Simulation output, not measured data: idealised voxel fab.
process module | voxel wiring stack
cross-section cut | 270 nm wide | cells 5 nm
A cross-section is a grid of square cells, given in bands from the top down. A band is one or more rows of cells.
Each band's line starts with the height of the band's top and of its bottom, in nm. Then come its materials from left to right, each with its width in nm. One material with "throughout" fills the band from edge to edge. "air" is empty space.
Height 0 is the level under which the wafer as received is all one material. The lowest band goes on downwards, as in "0 down".
A width such as "30 to 40" changes by the same amount from each row of cells to the next, from the band's top row to its bottom row.
"no change" after a step means that no cell of the cross-section changed.
closed voids: empty space of 8 cells or more with no open way to the top, each as width x height at its distance from the left edge, in nm
after a step's settings: what the simulator itself notes on the step
overlay nm, on a step with a mask: how far to the right of its planned place the mask lay; to the left if negative
plan
1 op RECEIVE | material Si
2 op CONFORMAL_DEP | material SiO2 | thk nm 15
3 op CONFORMAL_DEP | material SiCN | thk nm 5
4 op DIRECTIONAL_DEP | material SiO2 | thk nm 25
5 op MASKED_ETCH | tone open | mask id METAL_1 | width nm 20 | pitch nm 40 | etch materials SiO2 | depth nm 25 | overlay nm 0
6 op MASKED_ETCH | tone open | mask id METAL_1 | width nm 20 | pitch nm 40 | etch materials SiCN | depth nm 5 | overlay nm 0
7 op CONFORMAL_DEP | material TiN | thk nm 5
8 op FILL_DEP | material Cu | thk nm 5
9 op CMP | height nm 45
10 op EPI | material Ru | thk nm 5
11 op FILL_DEP | material SiCN | thk nm 5
12 op DIRECTIONAL_DEP | material lowk | thk nm 10
13 op MASKED_ETCH | tone open | mask id PLUG_1 | width nm 15 | pitch nm 40 | etch materials lowk | depth nm 10 | overlay nm 0
14 op MASKED_ETCH | tone open | mask id PLUG_1 | width nm 15 | pitch nm 40 | etch materials SiCN | depth nm 5 | overlay nm 0
15 op CONFORMAL_DEP | material TiN | thk nm 5
16 op FILL_DEP | material W | thk nm 10
17 op CMP | height nm 65
18 op DIRECTIONAL_DEP | material TiN | thk nm 5
19 op DIRECTIONAL_DEP | material W | thk nm 25
20 op MASKED_ETCH | tone cover | mask id METAL_2 | width nm 20 | pitch nm 40 | etch materials W | depth nm 25 | overlay nm 0
21 op MASKED_ETCH | tone cover | mask id METAL_2 | width nm 20 | pitch nm 40 | etch materials TiN | depth nm 5 | overlay nm 0
22 op CONFORMAL_DEP | material SiCN | thk nm 5
23 op FILL_DEP | material lowk | thk nm 10
24 op CMP | height nm 95
25 op CONFORMAL_DEP | material SiCN | thk nm 5
first wafer, as planned
as received, after step 1
  0 down: Si throughout
  closed voids: none
after step 2
  15 to 0: SiO2 throughout
  below 0: unchanged
after step 3
  20 to 15: SiCN throughout
  below 15: unchanged
after step 4
  45 to 20: SiO2 throughout
  below 20: unchanged
after step 5
  45 to 20: SiO2 105 | air 20 | SiO2 20 | air 20 | SiO2 105
  below 20: unchanged
after step 6
  45 to 20: SiO2 105 | air 20 | SiO2 20 | air 20 | SiO2 105
  20 to 15: SiCN 105 | air 20 | SiCN 20 | air 20 | SiCN 105
  below 15: unchanged
after step 7
  50 to 45: TiN 110 | air 10 | TiN 30 | air 10 | TiN 110
  45 to 20: SiO2 105 | TiN 5 | air 10 | TiN 5 | SiO2 20 | TiN 5 | air 10 | TiN 5 | SiO2 105
  20 to 15: SiCN 105 | TiN 20 | SiCN 20 | TiN 20 | SiCN 105
  below 15: unchanged
after step 8
  55 to 50: Cu throughout
  50 to 45: TiN 110 | Cu 10 | TiN 30 | Cu 10 | TiN 110
  45 to 20: SiO2 105 | TiN 5 | Cu 10 | TiN 5 | SiO2 20 | TiN 5 | Cu 10 | TiN 5 | SiO2 105
  below 20: unchanged
after step 9
  45 to 20: SiO2 105 | TiN 5 | Cu 10 | TiN 5 | SiO2 20 | TiN 5 | Cu 10 | TiN 5 | SiO2 105
  below 20: unchanged
after step 10
  50 to 45: air 100 | Ru 30 | air 10 | Ru 30 | air 100
  below 45: unchanged
after step 11
  55 to 50: SiCN throughout
  50 to 45: SiCN 100 | Ru 30 | SiCN 10 | Ru 30 | SiCN 100
  below 45: unchanged
after step 12
  65 to 55: lowk throughout
  below 55: unchanged
after step 13
  65 to 55: lowk 105 | air 15 | lowk 25 | air 15 | lowk 110
  below 55: unchanged
after step 14
  65 to 55: lowk 105 | air 15 | lowk 25 | air 15 | lowk 110
  55 to 50: SiCN 105 | air 15 | SiCN 25 | air 15 | SiCN 110
  below 50: unchanged
after step 15
  70 to 65: TiN 110 | air 5 | TiN 35 | air 5 | TiN 115
  65 to 55: lowk 105 | TiN 5 | air 5 | TiN 5 | lowk 25 | TiN 5 | air 5 | TiN 5 | lowk 110
  55 to 50: SiCN 105 | TiN 15 | SiCN 25 | TiN 15 | SiCN 110
  below 50: unchanged
after step 16
  80 to 70: W throughout
  70 to 65: TiN 110 | W 5 | TiN 35 | W 5 | TiN 115
  65 to 55: lowk 105 | TiN 5 | W 5 | TiN 5 | lowk 25 | TiN 5 | W 5 | TiN 5 | lowk 110
  below 55: unchanged
after step 17
  65 to 55: lowk 105 | TiN 5 | W 5 | TiN 5 | lowk 25 | TiN 5 | W 5 | TiN 5 | lowk 110
  below 55: unchanged
after step 18
  70 to 65: TiN throughout
  below 65: unchanged
after step 19
  95 to 70: W throughout
  below 70: unchanged
after step 20
  95 to 70: air 105 | W 20 | air 20 | W 20 | air 105
  below 70: unchanged
after step 21
  95 to 70: air 105 | W 20 | air 20 | W 20 | air 105
  70 to 65: air 105 | TiN 20 | air 20 | TiN 20 | air 105
  below 65: unchanged
after step 22
  100 to 95: air 100 | SiCN 30 | air 10 | SiCN 30 | air 100
  95 to 70: air 100 | SiCN 5 | W 20 | SiCN 5 | air 10 | SiCN 5 | W 20 | SiCN 5 | air 100
  70 to 65: SiCN 105 | TiN 20 | SiCN 20 | TiN 20 | SiCN 105
  below 65: unchanged
after step 23
  110 to 100: lowk throughout
  100 to 95: lowk 100 | SiCN 30 | lowk 10 | SiCN 30 | lowk 100
  95 to 70: lowk 100 | SiCN 5 | W 20 | SiCN 5 | lowk 10 | SiCN 5 | W 20 | SiCN 5 | lowk 100
  below 70: unchanged
after step 24
  95 to 70: lowk 100 | SiCN 5 | W 20 | SiCN 5 | lowk 10 | SiCN 5 | W 20 | SiCN 5 | lowk 100
  below 70: unchanged
after step 25
  100 to 95: SiCN throughout
  below 95: unchanged
second wafer: like start, like plan, one mistake. Through step 23 it matches the first wafer
when step 24 should have ended: no change
when step 25 should have ended
  115 to 110: SiCN throughout
  below 110: unchanged
what went wrong: step 24 was left out
at the end the second wafer has, in cells: 12 more of SiCN | 150 more of lowk
